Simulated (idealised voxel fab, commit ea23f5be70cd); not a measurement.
This section sets out a process module, namely voxel local oxidation.
Displayed cross-section: cut, width of 270 nm, square cells sized 5 nm.
A cross-section is written here as square cells arranged in a grid, and it is given in bands from the top down, each band taking up one or more rows of cells.
For a band, the entry starts with two heights in nm, that of the top and then that of the bottom, and carries on with the band's materials in order from left to right, each alongside its width in nm; the word "everywhere" beside a single material means it fills the band edge to edge, and "air" means empty space.
Height is counted from the level 0, under which the received wafer is composed throughout of one material. The lowest of the bands is not closed at the bottom but continues downward, in the notation "z 0 and below".
The width entry "30 to 40" should be interpreted row by row: the top row of cells in the band takes the first number, the bottom row takes the second number, and the change between adjacent rows is uniform throughout.
"nothing got changed" after a step means that no cell of the cross-section changed.
This entry, "Closed internal voids", enumerates those empty regions of no fewer than 8 cells that possess no open connection to the top. Each region is reported in the form width x height at distance, the distance being taken from the left edge, with all three quantities expressed in nm.
The remark found on a step's line after its settings is issued by the simulator itself and pertains to that step.
overlay nm: how far to the right of its planned place the mask lay on this masked step (negative: to the left).
PROCESS STEPS FORESEEN IN THE PLAN
1: RECEIVE [material Si]
2: OXIDIZE [depth nm 5]
3: CONFORMAL_DEP [material SiN] [thk nm 10]
4: PATTERN [tone cover] [mask id ACTIVE] [material resist] [width nm 125] [thk nm 20] [overlay nm 0]
5: DIRECTIONAL_ETCH [etch materials SiN] [depth nm 10]
6: STRIP [etch materials resist]
7: SELECTIVE_ETCH [etch materials SiO2] [depth nm 5]
8: OXIDIZE [depth nm 15]
9: STRIP [etch materials SiN]
WAFER CROSS-SECTION ON RECEIPT, I.E. AFTER STEP 1
z 0 and below = Si everywhere
Closed internal voids: none
FIRST OF TWO WAFERS, END-OF-MODULE SECTION, RUN FOLLOWED PLAN
z 0 to -5 = air (75) / SiO2 (115) / air (80)
z -5 to -20 = SiO2 (90) / Si (85) / SiO2 (95)
z -20 and below = Si everywhere
Closed internal voids: none
PRESENTED HERE IS A CROSS-SECTION OF THE SECOND OF THE TWO WAFERS AS IT STOOD AT THE END OF THE MODULE. IT WAS STARTED IN THE SAME MANNER AND ASSIGNED THE SAME PLAN AS THE FIRST WAFER; HOWEVER, ONE MISTAKE WAS MADE IN ITS EXECUTION
z 0 to -5 = air (85) / SiO2 (95) / air (90)
z -5 to -20 = SiO2 (100) / Si (65) / SiO2 (105)
z -20 and below = Si everywhere
Closed internal voids: none
Want to know what went wrong? not per plan at step 7, really ran SELECTIVE_ETCH [etch materials SiO2] [depth nm 15]
Counted in cells at the end, the second wafer holds more or fewer of these materials than the first: Si: 12 fewer | SiO2: 8 more
